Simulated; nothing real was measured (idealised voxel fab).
Documented hereafter: the process module known as voxel released beams.
The cross-section on display is named cut; it measures 150 nm wide, and its cells are 5 nm squares.
Cross-section layout: square cells on a grid; listed as bands, top to bottom; a band spans one or more cell rows. Band: top and bottom heights (nm) first, top before bottom; then materials from left to right, widths in nm. "all across" marks a sole material filling the band edge to edge. "blank" denotes empty space. Note: height 0 marks the level under which the wafer is uniformly one material as received. Lowest band unbounded below, written "from 0 down". A width given as "30 to 40" starts at the first number in the band's top row and ends at the second number in its bottom row, shifting by an equal amount at every step from row to row. "same as before" (step): cross-section cells unchanged, all of them. Closed empty spaces (no open way to the top) of 8 cells or more are what "Sealed void listing" lists, each as width x height at distance from the left edge, nm for all three. Heads up: the bit after the settings on a step's line is the simulator's remark on that step. What "overlay nm" on a step's line means: if the step has a mask, that mask lay this far to the right of its planned place, or, when the value is negative, to the left.

Set out below are the planned steps of the process:
1) RECEIVE with material Si
2) CONFORMAL_DEP with material SiN, thk nm 10
3) DIRECTIONAL_DEP with material SiO2, thk nm 20
4) DIRECTIONAL_DEP with material aC, thk nm 15
5) PATTERN with tone open, mask id ANCHOR, material resist, width nm 25, thk nm 30, overlay nm 0
6) DIRECTIONAL_ETCH with etch materials aC, depth nm 15
7) STRIP with etch materials resist
8) DIRECTIONAL_ETCH with etch materials SiO2, depth nm 20
9) STRIP with etch materials aC
10) CONFORMAL_DEP with material TiN, thk nm 10
11) MASKED_ETCH with tone cover, mask id BEAM, width nm 75, etch materials TiN, depth nm 10, overlay nm 0
12) STRIP with etch materials SiO2
Heads up: all these wafers start the same, and what changes between them is the width nm in step 11. The value you see in the plan is just what the first wafer got.

As-received cross-section, first of several wafers, post step 1:
    from 0 down = Si all across
    Sealed void listing: none

Post step 12, the closing step of the module: first of several wafers, cross-sectioned:
    from 40 to 30 = 35 of blank, 10 of TiN, 5 of blank, 60 of TiN, 40 of blank
    from 30 to 20 = 35 of blank, 10 of TiN, 5 of blank, 10 of TiN, 90 of blank
    from 20 to 10 = 35 of blank, 25 of TiN, 90 of blank
    from 10 to 0 = SiN all across
    from 0 down = Si all across
    Sealed void listing: none

last wafer at the end:
    from 40 to 30 = 25 of blank, 20 of TiN, 5 of blank, 75 of TiN, 25 of blank
    from 30 to 20 = 35 of blank, 10 of TiN, 5 of blank, 10 of TiN, 90 of blank
    from 20 to 10 = 35 of blank, 25 of TiN, 90 of blank
    from 10 to 0 = SiN all across
    from 0 down = Si all across
    Sealed void listing: none

Where each wafer stands at the end of the module, a row apiece: cells of each material gained (+) or lost (-) since it was received, then closed voids:
width nm 75, +60 SiN, +46 TiN, Sealed void listing: none
width nm 80, +60 SiN, +48 TiN, Sealed void listing: none
width nm 85, +60 SiN, +50 TiN, Sealed void listing: none
width nm 90, +60 SiN, +52 TiN, Sealed void listing: none
width nm 95, +60 SiN, +54 TiN, Sealed void listing: none
width nm 100, +60 SiN, +56 TiN, Sealed void listing: none
